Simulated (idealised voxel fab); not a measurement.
The process module presented herein is designated voxel tone inversion.
Displayed cross-section: cut, width of 185 nm, square cells sized 5 nm.
For the purposes of this document, a cross-section shall be understood as a grid of square cells, specified as bands listed in top-to-bottom order, each band consisting of one or more rows of cells. Top, bottom (nm), then materials left to right with widths (nm); lone material tagged "edge to edge" fills the whole band edge to edge; "blank" = empty space. Convention: height 0 is the level below which the wafer, as received, is all one material. The lowest band does not terminate at the bottom but continues downward, represented as "0 nm and below". A two-number width, for instance "30->40", indicates that the width is equal to the first number in the top row of the band and to the second number in the bottom row, and that it changes by a constant amount per row of cells. Basically "nothing was modified" means that step didn't change any cell in the cross-section. Enclosed void entries: empty space of 8 cells or more with no open way to the top, each as width x height at its distance from the left edge, in nm. The remark found on a step's line after its settings is issued by the simulator itself and pertains to that step. overlay nm, on a step with a mask: how far to the right of its planned place the mask lay; to the left if negative.
THESE ARE THE STEPS WE PLANNED FOR THE PROCESS
1: op RECEIVE | material Si
2: op CONFORMAL_DEP | material SiCN | thk nm 10
3: op DIRECTIONAL_DEP | material aC | thk nm 15
4: op PATTERN | tone cover | mask id POSTS | material resist | width nm 20 | pitch nm 50 | thk nm 20 | overlay nm 0
5: op DIRECTIONAL_ETCH | etch materials aC | depth nm 15
6: op STRIP | etch materials resist
7: op FILL_DEP | material lowk | thk nm 10
8: op CMP | height nm 25
9: op STRIP | etch materials aC
10: op CONFORMAL_DEP | material TiN | thk nm 5
11: op FILL_DEP | material W | thk nm 5
12: op CMP | height nm 25
13: op CONFORMAL_DEP | material SiCN | thk nm 5
CROSS-SECTION OF THE WAFER UPON ARRIVAL, REPRESENTING THE STATE REACHED AFTER STEP 1
0 nm and below | Si edge to edge
Enclosed void entries: none
WAFER AT MODULE END, IN SECTION. BEGAN AS ABOVE, PLANNED AS ABOVE, RUN WITH ONE MISTAKE
30 nm to 25 nm | SiCN edge to edge
25 nm to 15 nm | lowk=55  TiN=5  W=15  TiN=5  lowk=25  TiN=5  W=15  TiN=5  lowk=55
15 nm to 10 nm | lowk=55  TiN=25  lowk=25  TiN=25  lowk=55
10 nm to 0 nm | SiCN edge to edge
0 nm and below | Si edge to edge
Enclosed void entries: none
What was done differently from what was planned? step 4 ran with different settings than intended, the actual operation and settings being op PATTERN | tone cover | mask id POSTS | material resist | width nm 25 | pitch nm 50 | thk nm 20 | overlay nm 0
